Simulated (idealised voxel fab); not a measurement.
This is a process module. Its name is voxel gate over fins.
FYI the section here is cut, 150 nm wide, cells are 5 nm squares.
Format of a cross-section: grid, square cells. Given as bands. Order: top down. Band: one or more rows of cells.
For a band, the entry starts with two heights in nm, that of the top and then that of the bottom, and carries on with the band's materials in order from left to right, each alongside its width in nm; the word "full width" beside a single material means it fills the band edge to edge, and "air" means empty space.
Heights from 0 (as-received wafer is one material below). Bottom band endless downward, as "0 down".
Width "30->40": first value at the band's top row of cells, second value at its bottom row, equal change from row to row.
"remained unchanged" (step): cross-section cells unchanged, all of them.
The entry "Closed empty spaces" lists the empty spaces that cover at least 8 cells and have no open path to the top. Each is written as width x height at distance, where the distance is measured from the left edge and all three values are in nm.
Note: text after step settings on the step line = simulator remark on that step.
On any step carrying a mask, the "overlay nm" setting, if present on the step's line, tells how far right of its planned place the mask lay; negative values point to the left.
# The process steps that were planned are listed below
1,RECEIVE (material Si)
2,CONFORMAL_DEP (material SiN; thk nm 5)
3,MASKED_ETCH (tone cover; mask id FINS; width nm 15; pitch nm 40; etch materials SiN; depth nm 5; overlay nm 0)
4,MASKED_ETCH (tone cover; mask id FINS; width nm 15; pitch nm 40; etch materials Si; depth nm 40; overlay nm 0)
5,FILL_DEP (material SiO2; thk nm 10)
6,CMP (height nm 5)
7,SELECTIVE_ETCH (etch materials SiO2; depth nm 15)
8,STRIP (etch materials SiN)
9,CONFORMAL_DEP (material HfO2; thk nm 5)
10,CONFORMAL_DEP (material TiN; thk nm 5)
11,FILL_DEP (material W; thk nm 15)
12,CMP (height nm 20)
13,CONFORMAL_DEP (material SiN; thk nm 5)
# As received (post step 1): cross-section
    0 down: Si full width
    Closed empty spaces: none
# End-of-module cross-section. Starting structure and process plan as above; one mistake made in running it
    25 to 20: SiN full width
    20 to 10: W full width
    10 to 5: W=15  HfO2=35  W=5  HfO2=35  W=5  HfO2=35  W=20
    5 to 0: W=15  HfO2=5  TiN=25  HfO2=5  W=5  HfO2=5  TiN=25  HfO2=5  W=5  HfO2=5  TiN=25  HfO2=5  W=20
    0 to -5: HfO2=20  TiN=5  Si=15  TiN=5  HfO2=15  TiN=5  Si=15  TiN=5  HfO2=15  TiN=5  Si=15  TiN=5  HfO2=25
    -5 to -10: TiN=25  Si=15  TiN=25  Si=15  TiN=25  Si=15  TiN=30
    -10 to -40: SiO2=25  Si=15  SiO2=25  Si=15  SiO2=25  Si=15  SiO2=30
    -40 down: Si full width
    Closed empty spaces: none
Misprocessing identified: so 9 and 10 got swapped relative to the plan, each ran where the other was supposed to
